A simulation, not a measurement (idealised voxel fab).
Process module under the name voxel transistor to metal
For reference, the cross-section in this document is cut, with width 285 nm and square cells of 5 nm.
Format of a cross-section: grid, square cells. Given as bands. Order: top down. Band: one or more rows of cells.
A band entry consists of two parts. The first gives the height of the band's top and the height of its bottom, in nm. The rest lists the band's materials from left to right, each with its width in nm. A single material labelled with the word "edge to edge" fills the band from edge to edge, and the word "blank" marks empty space.
Heights are reckoned from 0. Under this level, the received wafer is all of one material. The bottommost band is open-ended downward, for example "from 0 down".
A width such as "30->40" changes by the same amount from each row of cells to the next, from the band's top row to its bottom row.
Take "no alteration" at face value: in the step it is given for, the cross-section changed in none of its cells.
Basically, "Enclosed internal voids" tells you about the enclosed voids: empty spaces with no open way to the top, 8 cells or bigger, each written width x height at distance, where distance is from the left edge, all in nm.
Past the settings on a step's line: simulator remark, on that step.
If you see "overlay nm" on a step's line and that step has a mask, it's telling you how far right of where it was planned the mask ended up; a negative number means it went left instead.
**The steps planned for the process are as follows**
step 1: RECEIVE, material Si
step 2: OXIDIZE, depth nm 5
step 3: CONFORMAL_DEP, material SiN, thk nm 10
step 4: PATTERN, tone cover, mask id ACTIVE, material resist, width nm 100, pitch nm 125, thk nm 20, overlay nm 0
step 5: DIRECTIONAL_ETCH, etch materials SiN, depth nm 10
step 6: DIRECTIONAL_ETCH, etch materials SiO2, depth nm 5
step 7: DIRECTIONAL_ETCH, etch materials Si, depth nm 25
step 8: STRIP, etch materials resist
step 9: FILL_DEP, material SiO2, thk nm 10
step 10: CMP, height nm 10
step 11: SELECTIVE_ETCH, etch materials SiO2, depth nm 5
step 12: STRIP, etch materials SiN
step 13: SELECTIVE_ETCH, etch materials SiO2, depth nm 5
step 14: OXIDIZE, depth nm 5
step 15: DIRECTIONAL_DEP, material polySi, thk nm 25
step 16: DIRECTIONAL_DEP, material SiCN, thk nm 10
step 17: DIRECTIONAL_DEP, material aC, thk nm 10
step 18: PATTERN, tone cover, mask id GATE, material resist, width nm 20, pitch nm 125, thk nm 30, overlay nm 0
step 19: DIRECTIONAL_ETCH, etch materials aC, depth nm 10
step 20: STRIP, etch materials resist
step 21: DIRECTIONAL_ETCH, etch materials SiCN, depth nm 20
step 22: DIRECTIONAL_ETCH, etch materials polySi, depth nm 35
step 23: STRIP, etch materials aC
step 24: CONFORMAL_DEP, material SiN, thk nm 10
step 25: DIRECTIONAL_ETCH, etch materials SiN, depth nm 10
step 26: DIRECTIONAL_ETCH, etch materials SiO2, depth nm 5
step 27: EPI, material SiGe, thk nm 5
step 28: FILL_DEP, material SiO2, thk nm 10
step 29: CMP, height nm 30
step 30: DIRECTIONAL_DEP, material SiO2, thk nm 15
step 31: MASKED_ETCH, tone open, mask id CONTACT, width nm 30, etch materials SiO2, depth nm 50, overlay nm 0
step 32: CONFORMAL_DEP, material TiN, thk nm 5
step 33: FILL_DEP, material W, thk nm 10
step 34: CMP, height nm 45
step 35: CONFORMAL_DEP, material SiCN, thk nm 5
step 36: DIRECTIONAL_DEP, material lowk, thk nm 25
step 37: MASKED_ETCH, tone open, mask id METAL_1, width nm 15, etch materials lowk, depth nm 25, overlay nm 0
step 38: MASKED_ETCH, tone open, mask id METAL_1, width nm 15, etch materials SiCN, depth nm 5, overlay nm 0
step 39: CONFORMAL_DEP, material TiN, thk nm 5
step 40: FILL_DEP, material Ru, thk nm 10
step 41: CMP, height nm 75
step 42: EPI, material Ru, thk nm 5
step 43: FILL_DEP, material SiCN, thk nm 5
**Incoming wafer in cross-section (state: after step 1)**
    from 0 down  Si edge to edge
    Enclosed internal voids: none
**Here's the wafer cut in cross-section after the module, started and planned just like above, except one thing was done wrong in the run**
    from 85 to 80  SiCN edge to edge
    from 80 to 75  SiCN: 30; Ru: 25; SiCN: 50; Ru: 25; SiCN: 25; Ru: 25; SiCN: 50; Ru: 25; SiCN: 30
    from 75 to 50  lowk: 35; TiN: 5; Ru: 5; TiN: 5; lowk: 60; TiN: 5; Ru: 5; TiN: 5; lowk: 35; TiN: 5; Ru: 5; TiN: 5; lowk: 60; TiN: 5; Ru: 5; TiN: 5; lowk: 35
    from 50 to 45  SiCN: 35; TiN: 15; SiCN: 60; TiN: 15; SiCN: 35; TiN: 15; SiCN: 60; TiN: 15; SiCN: 35
    from 45 to 35  SiO2: 30; TiN: 5; W: 30; TiN: 5; SiO2: 20; TiN: 5; W: 30; TiN: 5; SiO2: 25; TiN: 5; W: 30; TiN: 5; SiO2: 20; TiN: 5; W: 30; TiN: 5; SiO2: 30
    from 35 to 30  SiO2: 30; TiN: 5; W: 20; TiN: 15; SiO2: 20; TiN: 15; W: 20; TiN: 5; SiO2: 25; TiN: 5; W: 20; TiN: 15; SiO2: 20; TiN: 15; W: 20; TiN: 5; SiO2: 30
    from 30 to 20  SiO2: 30; TiN: 5; W: 20; TiN: 5; SiN: 10; SiCN: 20; SiN: 10; TiN: 5; W: 20; TiN: 5; SiO2: 25; TiN: 5; W: 20; TiN: 5; SiN: 10; SiCN: 20; SiN: 10; TiN: 5; W: 20; TiN: 5; SiO2: 30
    from 20 to 5  SiO2: 30; TiN: 5; W: 20; TiN: 5; SiN: 10; polySi: 20; SiN: 10; TiN: 5; W: 20; TiN: 5; SiO2: 25; TiN: 5; W: 20; TiN: 5; SiN: 10; polySi: 20; SiN: 10; TiN: 5; W: 20; TiN: 5; SiO2: 30
    from 5 to 0  SiO2: 30; TiN: 10; W: 15; TiN: 5; SiN: 10; polySi: 20; SiN: 10; TiN: 5; W: 15; TiN: 10; SiO2: 25; TiN: 10; W: 15; TiN: 5; SiN: 10; polySi: 20; SiN: 10; TiN: 5; W: 15; TiN: 10; SiO2: 30
    from 0 to -5  SiO2: 25; SiN: 10; TiN: 25; SiN: 10; polySi: 20; SiN: 10; TiN: 25; SiN: 10; SiO2: 15; SiN: 10; TiN: 25; SiN: 10; polySi: 20; SiN: 10; TiN: 25; SiN: 10; SiO2: 25
    from -5 to -10  SiO2: 35; SiGe: 25; SiO2: 40; SiGe: 25; SiO2: 35; SiGe: 25; SiO2: 40; SiGe: 25; SiO2: 35
    from -10 to -30  SiO2: 30; Si: 100; SiO2: 25; Si: 100; SiO2: 30
    from -30 down  Si edge to edge
    Enclosed internal voids: none
Run error: step 31 ran differently from the plan; actual operation with settings: MASKED_ETCH, tone open, mask id CONTACT, width nm 40, etch materials SiO2, depth nm 50, overlay nm 0
